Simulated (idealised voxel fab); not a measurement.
Process module heading - voxel ribs on slabs
Displayed cross-section: cut, width of 260 nm, square cells sized 5 nm.
In what follows, cross-sections appear as grids of square cells, described through bands that run from the top down, where every band is one or more rows of cells.
Heads up on the band format: heights come first, top then bottom, in nm. After that it's the materials left to right, each with its width in nm. A single material flagged "full width" fills the whole band edge to edge, and "blank" means there's empty space there.
Below 0: as-received wafer, all one material; heights counted from there. Lowest band: no bottom, goes on down, written "top 0, no bottom".
A two-number width, for instance "30 to 40", indicates that the width is equal to the first number in the top row of the band and to the second number in the bottom row, and that it changes by a constant amount per row of cells.
Given "nothing changed" for a step, no cell of the cross-section differs between before and after that step.
"Closed empty spaces" means: voids of 8 cells or more that are shut off from the top with no open way through. Written width x height at distance, distance from the left edge, in nm.
That trailing text on a step's line, after the settings, is the simulator's own remark on the step.
For masked steps, "overlay nm" on the step line gives how far right of plan the mask actually lay; a minus sign means it lay to the left.

**Steps in the process plan**
- 1: RECEIVE | material Si
- 2: DIRECTIONAL_DEP | material SiO2 | thk nm 25
- 3: DIRECTIONAL_DEP | material SiN | thk nm 20
- 4: MASKED_ETCH | tone cover | mask id RIB | width nm 30 | etch materials SiN | depth nm 5 | overlay nm 0
- 5: DIRECTIONAL_DEP | material aC | thk nm 10
- 6: PATTERN | tone cover | mask id SLAB | material resist | width nm 80 | thk nm 25 | overlay nm 0
- 7: DIRECTIONAL_ETCH | etch materials aC | depth nm 10
- 8: STRIP | etch materials resist
- 9: DIRECTIONAL_ETCH | etch materials SiN | depth nm 15
- 10: STRIP | etch materials aC
- 11: FILL_DEP | material SiO2 | thk nm 20
- 12: CMP | height nm 55
- 13: DIRECTIONAL_DEP | material W | thk nm 10
- 14: MASKED_ETCH | tone cover | mask id HEATER | width nm 40 | etch materials W | depth nm 10 | overlay nm 0
- 15: CONFORMAL_DEP | material SiN | thk nm 5

**Shown in cross-section is the wafer as received, that is, as it stands after step 1**
> top 0, no bottom: Si full width
> Closed empty spaces: none

**Final wafer profile in cross-section after the module, from the same start and plan as above, with one mistake made during processing**
> top 70, bottom 65: blank 105 nm, then SiN 55 nm, then blank 100 nm
> top 65, bottom 60: blank 105 nm, then SiN 5 nm, then W 45 nm, then SiN 5 nm, then blank 100 nm
> top 60, bottom 55: SiN 110 nm, then W 45 nm, then SiN 105 nm
> top 55, bottom 45: SiO2 full width
> top 45, bottom 40: SiO2 115 nm, then SiN 30 nm, then SiO2 115 nm
> top 40, bottom 25: SiO2 90 nm, then SiN 80 nm, then SiO2 90 nm
> top 25, bottom 0: SiO2 full width
> top 0, no bottom: Si full width
> Closed empty spaces: none
what went wrong: not per plan at step 14, really ran MASKED_ETCH | tone cover | mask id HEATER | width nm 45 | etch materials W | depth nm 10 | overlay nm 0
